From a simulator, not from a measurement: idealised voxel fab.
Proc. module: voxel gate over fins
Pictured: cross-section cut, 235 nm wide, on a grid of 5 nm square cells.
This document writes a cross-section as a grid whose cells are square, and gives it as bands, listed from the top down; one or more rows of cells form a band.
In this notation a band is specified by the heights of its top and bottom, in that order and in nm, after which its materials appear from left to right, each paired with its width in nm. The word "all across" attached to a single material means that material fills the band from edge to edge; the word "blank" stands for empty space.
Counting heights begins at 0, where everything beneath is, in the wafer as received, one material. The lowest band has no bottom; it goes on downwards, as "0 -> down" shows.
The notation "30 to 40" denotes a width that varies across the rows of cells in the band, beginning at the first number in the top row, finishing at the second number in the bottom row, and changing by an identical amount from each row to the next.
Take "changes: none" at face value: in the step it is given for, the cross-section changed in none of its cells.
Non-vented voids: empty space of 8 cells or more with no open way to the top, each as width x height at its distance from the left edge, in nm
Whatever follows a step's settings on its line is a remark the simulator itself makes about that step.
overlay nm: where the mask lay relative to plan, measured to the right, on steps with a mask; negatives go left.

## List of planned process steps
1 op RECEIVE | material Si
2 op CONFORMAL_DEP | material SiN | thk nm 10
3 op DIRECTIONAL_DEP | material aC | thk nm 15
4 op PATTERN | tone cover | mask id FINS | material resist | width nm 15 | pitch nm 50 | thk nm 30 | overlay nm 0
5 op DIRECTIONAL_ETCH | etch materials aC | depth nm 15
6 op STRIP | etch materials resist
7 op DIRECTIONAL_ETCH | etch materials SiN | depth nm 10
8 op DIRECTIONAL_ETCH | etch materials Si | depth nm 30
9 op STRIP | etch materials aC
10 op FILL_DEP | material SiO2 | thk nm 5
11 op CMP | height nm 10
12 op DIRECTIONAL_DEP | material aC | thk nm 15
13 op PATTERN | tone open | mask id RAIL | material resist | width nm 15 | thk nm 30 | overlay nm 0
14 op DIRECTIONAL_ETCH | etch materials aC | depth nm 15
15 op STRIP | etch materials resist
16 op DIRECTIONAL_ETCH | etch materials SiO2 | depth nm 35
17 op STRIP | etch materials aC
18 op CONFORMAL_DEP | material TiN | thk nm 5
19 op FILL_DEP | material W | thk nm 10
20 op CMP | height nm 10
21 op SELECTIVE_ETCH | etch materials W Ru TiN | depth nm 25
22 op FILL_DEP | material SiO2 | thk nm 5
23 op CMP | height nm 10
24 op SELECTIVE_ETCH | etch materials SiO2 | depth nm 20
25 op STRIP | etch materials SiN
26 op CONFORMAL_DEP | material HfO2 | thk nm 5
27 op CONFORMAL_DEP | material TiN | thk nm 5
28 op FILL_DEP | material W | thk nm 10
29 op CMP | height nm 15
30 op CONFORMAL_DEP | material SiCN | thk nm 10

## Cross-section of the wafer upon arrival, representing the state reached after step 1
* 0 -> down  Si all across
* Non-vented voids: none

## First of two wafers: cross-section at end of module, run per plan
* 25 -> 15  SiCN all across
* 15 -> 10  W all across
* 10 -> 5  W=50; TiN=35; W=15; TiN=35; W=15; TiN=35; W=50
* 5 -> 0  W=50; TiN=5; HfO2=25; TiN=5; W=15; TiN=5; HfO2=25; TiN=5; W=15; TiN=5; HfO2=25; TiN=5; W=50
* 0 -> -5  TiN=55; HfO2=5; Si=15; HfO2=5; TiN=25; HfO2=5; Si=15; HfO2=5; TiN=25; HfO2=5; Si=15; HfO2=5; TiN=55
* -5 -> -10  HfO2=60; Si=15; HfO2=35; Si=15; HfO2=35; Si=15; HfO2=60
* -10 -> -15  SiO2=60; Si=15; SiO2=35; Si=15; SiO2=35; Si=15; SiO2=60
* -15 -> -20  SiO2=60; Si=15; SiO2=10; TiN=5; W=5; TiN=5; SiO2=10; Si=15; SiO2=35; Si=15; SiO2=60
* -20 -> -25  SiO2=60; Si=15; SiO2=10; TiN=15; SiO2=10; Si=15; SiO2=35; Si=15; SiO2=60
* -25 -> -30  SiO2=60; Si=15; SiO2=35; Si=15; SiO2=35; Si=15; SiO2=60
* -30 -> down  Si all across
* Non-vented voids: none

## Cross-section, wafer two of two, end of module: same start and plan as wafer one, one error in execution
* 25 -> 15  SiCN all across
* 15 -> 10  W all across
* 10 -> 5  W=50; TiN=35; W=15; TiN=35; W=15; TiN=35; W=50
* 5 -> 0  W=50; TiN=5; HfO2=25; TiN=5; W=15; TiN=5; HfO2=25; TiN=5; W=15; TiN=5; HfO2=25; TiN=5; W=50
* 0 -> -5  TiN=55; HfO2=5; Si=15; HfO2=5; TiN=25; HfO2=5; Si=15; HfO2=5; TiN=25; HfO2=5; Si=15; HfO2=5; TiN=55
* -5 -> -10  HfO2=60; Si=15; HfO2=35; Si=15; HfO2=35; Si=15; HfO2=60
* -10 -> -15  SiO2=60; Si=15; SiO2=35; Si=15; SiO2=35; Si=15; SiO2=60
* -15 -> -20  SiO2=60; Si=15; SiO2=10; TiN=15; SiO2=10; Si=15; SiO2=35; Si=15; SiO2=60
* -20 -> down  Si all across
* Non-vented voids: none
Want to know what went wrong? contrary to plan, step 8 was performed as op DIRECTIONAL_ETCH | etch materials Si | depth nm 20
Final tally in cells, some materials are higher or lower on the second wafer than on the first: Si: 76 more; SiO2: 73 fewer; TiN: 2 fewer; W: 1 fewer
